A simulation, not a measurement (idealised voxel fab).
The process module presented herein is designated voxel self aligned contacts.
In the cross-section labelled cut, the width is 240 nm and each square cell is 5 nm.
Cross-section format: a grid of square cells, given as bands from top to bottom; each band is one or more rows of cells.
Heads up on the band format: heights come first, top then bottom, in nm. After that it's the materials left to right, each with its width in nm. A single material flagged "all across" fills the whole band edge to edge, and "empty" means there's empty space there.
Heads up on the height convention: 0 is the point under which the incoming wafer is all one material, and the lowest band has no bottom, it just keeps going down, like "from 0 down".
A width given as "30 to 40" starts at the first number in the band's top row and ends at the second number in its bottom row, shifting by an equal amount at every step from row to row.
"no alterations made" (step): cross-section cells unchanged, all of them.
"Internal closed voids": empty spaces of 8 cells or more with no open way to the top, each given as width x height at distance, distance from the left edge, all in nm.
If you see something after the settings on a step's line, that's the simulator's own remark about that step.
Regarding "overlay nm": on a step with a mask, it is the distance the mask lay to the right of its planned place; a negative value places it to the left.
Plan:
1: RECEIVE,material Si
2: OXIDIZE,depth nm 5
3: DIRECTIONAL_DEP,material polySi,thk nm 30
4: DIRECTIONAL_DEP,material SiN,thk nm 15
5: MASKED_ETCH,tone cover,mask id GATE,width nm 20,pitch nm 60,etch materials SiN,depth nm 15,overlay nm 0
6: MASKED_ETCH,tone cover,mask id GATE,width nm 30,pitch nm 60,etch materials polySi,depth nm 30,overlay nm 0
7: CONFORMAL_DEP,material SiN,thk nm 5
8: DIRECTIONAL_ETCH,etch materials SiN,depth nm 5
9: FILL_DEP,material SiO2,thk nm 20
10: CMP,height nm 55
11: DIRECTIONAL_DEP,material aC,thk nm 15
12: PATTERN,tone open,mask id CONTACT,material resist,width nm 40,thk nm 30,overlay nm 0
13: DIRECTIONAL_ETCH,etch materials aC,depth nm 15
14: STRIP,etch materials resist
15: DIRECTIONAL_ETCH,etch materials SiO2,depth nm 60
16: STRIP,etch materials aC
17: CONFORMAL_DEP,material TiN,thk nm 5
18: FILL_DEP,material Ru,thk nm 5
19: CMP,height nm 55
20: CONFORMAL_DEP,material SiCN,thk nm 5
Quick note for whoever runs this: the wafers start identical, but the width nm at step 5 isn't the same across them. The plan just shows what the first wafer had.
Step 1 complete: as-received cross-section of the first of several wafers:
  from 0 down = Si all across
  Internal closed voids: none
The first of several wafers, seen in cross-section after the module's last step, step 20:
  from 60 to 55 = SiCN all across
  from 55 to 45 = SiO2 100 nm | TiN 5 to 10 nm | Ru 30 to 20 nm | TiN 5 to 10 nm | SiO2 100 nm
  from 45 to 35 = SiO2 75 nm | SiN 30 nm | TiN 5 nm | Ru 20 nm | TiN 5 nm | SiN 30 nm | SiO2 75 nm
  from 35 to 30 = SiO2 75 nm | SiN 30 nm | TiN 10 nm | Ru 10 nm | TiN 10 nm | SiN 30 nm | SiO2 75 nm
  from 30 to 0 = SiO2 70 nm | SiN 5 nm | polySi 30 nm | SiN 5 nm | TiN 5 nm | Ru 10 nm | TiN 5 nm | SiN 5 nm | polySi 30 nm | SiN 5 nm | SiO2 70 nm
  from 0 to -5 = SiO2 110 nm | TiN 20 nm | SiO2 110 nm
  from -5 down = Si all across
  Internal closed voids: none
Cross-section of the last wafer at end of module:
  from 60 to 55 = SiCN all across
  from 55 to 50 = SiO2 100 nm | TiN 5 nm | Ru 30 nm | TiN 5 nm | SiO2 100 nm
  from 50 to 45 = SiO2 100 nm | TiN 40 nm | SiO2 100 nm
  from 45 to 30 = SiO2 65 nm | SiN 55 nm | TiN 5 nm | SiN 55 nm | SiO2 60 nm
  from 30 to 0 = SiO2 65 nm | SiN 5 nm | polySi 45 nm | SiN 5 nm | TiN 5 nm | SiN 5 nm | polySi 45 nm | SiN 5 nm | SiO2 60 nm
  from 0 to -5 = SiO2 120 nm | TiN 5 nm | SiO2 115 nm
  from -5 down = Si all across
  Internal closed voids: none
Below, a row for every wafer. Read it as the end-of-module picture: for each material the wafer shows its cells gained (+) or lost (-) since it was received, and then its closed voids:
width nm 20; +32 Ru; -48 Si; +48 SiCN; +60 SiN; +382 SiO2; +30 TiN; +72 polySi; Internal closed voids: none
width nm 25; +29 Ru; -48 Si; +48 SiCN; +66 SiN; +379 SiO2; +30 TiN; +72 polySi; Internal closed voids: none
width nm 30; +26 Ru; -48 Si; +48 SiCN; +72 SiN; +376 SiO2; +30 TiN; +72 polySi; Internal closed voids: none
width nm 35; +16 Ru; -48 Si; +48 SiCN; +78 SiN; +368 SiO2; +30 TiN; +84 polySi; Internal closed voids: none
width nm 40; +6 Ru; -48 Si; +48 SiCN; +84 SiN; +360 SiO2; +30 TiN; +96 polySi; Internal closed voids: none
width nm 45; +6 Ru; -48 Si; +48 SiCN; +90 SiN; +352 SiO2; +20 TiN; +108 polySi; Internal closed voids: none
